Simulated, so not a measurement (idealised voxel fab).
Module name: voxel wiring stack (process module)
The cross-section shown here is cut; it is 280 nm wide and divided into square cells measuring 5 nm on a side.
In what follows, cross-sections appear as grids of square cells, described through bands that run from the top down, where every band is one or more rows of cells. Look at the band entry: it leads with the top's height and the bottom's height in nm. Then it lists the materials left to right, with a width in nm for each. The word "everywhere" on a single material says that material fills the band edge to edge. The word "air" is empty space. Note: height 0 marks the level under which the wafer is uniformly one material as received. Lowest band unbounded below, written "z 0 and below". When a width is written as two numbers, as in "30 to 40", the first number is the width in the top row of cells of the band and the second is the width in its bottom row, and the width changes by the same amount from each row to the next. "identical to before" -> step changed no cross-section cell. "Unvented voids": empty spaces of 8 cells or more with no open way to the top, each given as width x height at distance, distance from the left edge, all in nm. Step line, after settings: the simulator's comment on this step. overlay nm: how far to the right of its planned place the mask lay on this masked step (negative: to the left).

Process steps (planned)
- 1: RECEIVE [material Si]
- 2: CONFORMAL_DEP [material SiO2] [thk nm 10]
- 3: CONFORMAL_DEP [material SiCN] [thk nm 5]
- 4: DIRECTIONAL_DEP [material lowk] [thk nm 25]
- 5: DIRECTIONAL_DEP [material aC] [thk nm 10]
- 6: PATTERN [tone open] [mask id METAL_1] [material resist] [width nm 30] [pitch nm 55] [thk nm 30] [overlay nm 0]
- 7: DIRECTIONAL_ETCH [etch materials aC] [depth nm 10]
- 8: STRIP [etch materials resist]
- 9: DIRECTIONAL_ETCH [etch materials lowk] [depth nm 25]
- 10: DIRECTIONAL_ETCH [etch materials SiCN] [depth nm 5]
- 11: STRIP [etch materials aC]
- 12: CONFORMAL_DEP [material TiN] [thk nm 5]
- 13: FILL_DEP [material Ru] [thk nm 5]
- 14: CMP [height nm 40]
- 15: EPI [material Ru] [thk nm 5]
- 16: FILL_DEP [material SiCN] [thk nm 5]
- 17: DIRECTIONAL_DEP [material lowk] [thk nm 15]
- 18: DIRECTIONAL_DEP [material aC] [thk nm 15]
- 19: PATTERN [tone open] [mask id PLUG_1] [material resist] [width nm 15] [pitch nm 110] [thk nm 35] [overlay nm 0]
- 20: DIRECTIONAL_ETCH [etch materials aC] [depth nm 15]
- 21: STRIP [etch materials resist]
- 22: DIRECTIONAL_ETCH [etch materials lowk] [depth nm 15]
- 23: DIRECTIONAL_ETCH [etch materials SiCN] [depth nm 5]
- 24: STRIP [etch materials aC]
- 25: EPI [material Ru] [thk nm 10]
- 26: EPI [material Ru] [thk nm 10]
- 27: DIRECTIONAL_DEP [material TiN] [thk nm 5]
- 28: DIRECTIONAL_DEP [material W] [thk nm 25]
- 29: DIRECTIONAL_DEP [material aC] [thk nm 10]
- 30: PATTERN [tone cover] [mask id METAL_2] [material resist] [width nm 30] [pitch nm 55] [thk nm 30] [overlay nm 0]
- 31: DIRECTIONAL_ETCH [etch materials aC] [depth nm 10]
- 32: STRIP [etch materials resist]
- 33: DIRECTIONAL_ETCH [etch materials W] [depth nm 25]
- 34: DIRECTIONAL_ETCH [etch materials TiN] [depth nm 5]
- 35: STRIP [etch materials aC]
- 36: CONFORMAL_DEP [material SiCN] [thk nm 5]
- 37: FILL_DEP [material lowk] [thk nm 5]
- 38: CMP [height nm 95]
- 39: CONFORMAL_DEP [material SiCN] [thk nm 5]
- 40: DIRECTIONAL_DEP [material SiO2] [thk nm 20]
- 41: MASKED_ETCH [tone open] [mask id PLUG_2] [width nm 15] [pitch nm 55] [etch materials SiO2] [depth nm 20] [overlay nm 0]
- 42: MASKED_ETCH [tone open] [mask id PLUG_2] [width nm 15] [pitch nm 55] [etch materials SiCN] [depth nm 5] [overlay nm 0]
- 43: EPI [material Ru] [thk nm 10]
- 44: EPI [material Ru] [thk nm 10]
- 45: EPI [material Ru] [thk nm 5]
- 46: DIRECTIONAL_DEP [material TiN] [thk nm 5]
- 47: DIRECTIONAL_DEP [material Ru] [thk nm 25]
- 48: MASKED_ETCH [tone cover] [mask id METAL_3] [width nm 30] [pitch nm 55] [etch materials Ru] [depth nm 25] [overlay nm 0]
- 49: MASKED_ETCH [tone cover] [mask id METAL_3] [width nm 30] [pitch nm 55] [etch materials TiN] [depth nm 5] [overlay nm 0]
- 50: FILL_DEP [material lowk] [thk nm 5]
- 51: CMP [height nm 150]
- 52: CONFORMAL_DEP [material SiN] [thk nm 5]

Here's what the wafer looked like in cross-section when it arrived - that's after step 1
- z 0 and below | Si everywhere
- Unvented voids: none

First wafer at the end, as planned
- z 155 to 150 | SiN everywhere
- z 150 to 125 | lowk=40 | Ru=30 | lowk=25 | Ru=30 | lowk=25 | Ru=30 | lowk=25 | Ru=30 | lowk=45
- z 125 to 120 | lowk=40 | TiN=30 | lowk=25 | TiN=30 | lowk=25 | TiN=30 | lowk=25 | TiN=30 | lowk=45
- z 120 to 100 | SiO2=40 | Ru=15 | SiO2=40 | Ru=15 | SiO2=40 | Ru=15 | SiO2=40 | Ru=15 | SiO2=60
- z 100 to 95 | SiCN=40 | Ru=15 | SiCN=40 | Ru=15 | SiCN=40 | Ru=15 | SiCN=40 | Ru=15 | SiCN=60
- z 95 to 70 | lowk=35 | SiCN=5 | W=30 | SiCN=5 | lowk=15 | SiCN=5 | W=30 | SiCN=5 | lowk=15 | SiCN=5 | W=30 | SiCN=5 | lowk=15 | SiCN=5 | W=30 | SiCN=5 | lowk=40
- z 70 to 65 | SiCN=40 | TiN=30 | SiCN=25 | TiN=30 | SiCN=25 | TiN=30 | SiCN=25 | TiN=30 | SiCN=45
- z 65 to 50 | lowk=40 | Ru=15 | lowk=95 | Ru=15 | lowk=115
- z 50 to 45 | SiCN=40 | Ru=15 | SiCN=95 | Ru=15 | SiCN=115
- z 45 to 40 | SiCN=35 | Ru=40 | SiCN=15 | Ru=40 | SiCN=15 | Ru=40 | SiCN=15 | Ru=40 | SiCN=40
- z 40 to 15 | lowk=40 | TiN=5 | Ru=20 | TiN=5 | lowk=25 | TiN=5 | Ru=20 | TiN=5 | lowk=25 | TiN=5 | Ru=20 | TiN=5 | lowk=25 | TiN=5 | Ru=20 | TiN=5 | lowk=45
- z 15 to 10 | SiCN=40 | TiN=30 | SiCN=25 | TiN=30 | SiCN=25 | TiN=30 | SiCN=25 | TiN=30 | SiCN=45
- z 10 to 0 | SiO2 everywhere
- z 0 and below | Si everywhere
- Unvented voids: none

Cross-sectional image of the second wafer of the two following completion of the module. Starting state and process plan were the same as for the first wafer; one execution error occurred
- z 155 to 150 | SiN everywhere
- z 150 to 145 | lowk=40 | Ru=30 | lowk=25 | Ru=30 | lowk=25 | Ru=30 | lowk=25 | Ru=30 | lowk=45
- z 145 to 140 | lowk=40 | Ru=15 | TiN=15 | lowk=25 | Ru=15 | TiN=15 | lowk=25 | Ru=15 | TiN=15 | lowk=25 | Ru=15 | TiN=15 | lowk=45
- z 140 to 125 | SiO2=40 | Ru=15 | SiO2=40 | Ru=15 | SiO2=40 | Ru=15 | SiO2=40 | Ru=15 | SiO2=60
- z 125 to 120 | SiO2=40 | TiN=15 | SiO2=40 | TiN=15 | SiO2=40 | TiN=15 | SiO2=40 | TiN=15 | SiO2=60
- z 120 to 100 | SiO2 everywhere
- z 100 to 95 | SiCN everywhere
- z 95 to 70 | lowk=35 | SiCN=5 | W=30 | SiCN=5 | lowk=15 | SiCN=5 | W=30 | SiCN=5 | lowk=15 | SiCN=5 | W=30 | SiCN=5 | lowk=15 | SiCN=5 | W=30 | SiCN=5 | lowk=40
- z 70 to 65 | SiCN=40 | TiN=30 | SiCN=25 | TiN=30 | SiCN=25 | TiN=30 | SiCN=25 | TiN=30 | SiCN=45
- z 65 to 50 | lowk=40 | Ru=15 | lowk=95 | Ru=15 | lowk=115
- z 50 to 45 | SiCN=40 | Ru=15 | SiCN=95 | Ru=15 | SiCN=115
- z 45 to 40 | SiCN=35 | Ru=40 | SiCN=15 | Ru=40 | SiCN=15 | Ru=40 | SiCN=15 | Ru=40 | SiCN=40
- z 40 to 15 | lowk=40 | TiN=5 | Ru=20 | TiN=5 | lowk=25 | TiN=5 | Ru=20 | TiN=5 | lowk=25 | TiN=5 | Ru=20 | TiN=5 | lowk=25 | TiN=5 | Ru=20 | TiN=5 | lowk=45
- z 15 to 10 | SiCN=40 | TiN=30 | SiCN=25 | TiN=30 | SiCN=25 | TiN=30 | SiCN=25 | TiN=30 | SiCN=45
- z 10 to 0 | SiO2 everywhere
- z 0 and below | Si everywhere
- Unvented voids: none
Short version of what went wrong: plan step 40 ran twice
Cell-count delta at end, second wafer over first, by material: -108 Ru; +12 SiCN; +224 SiO2; -128 lowk
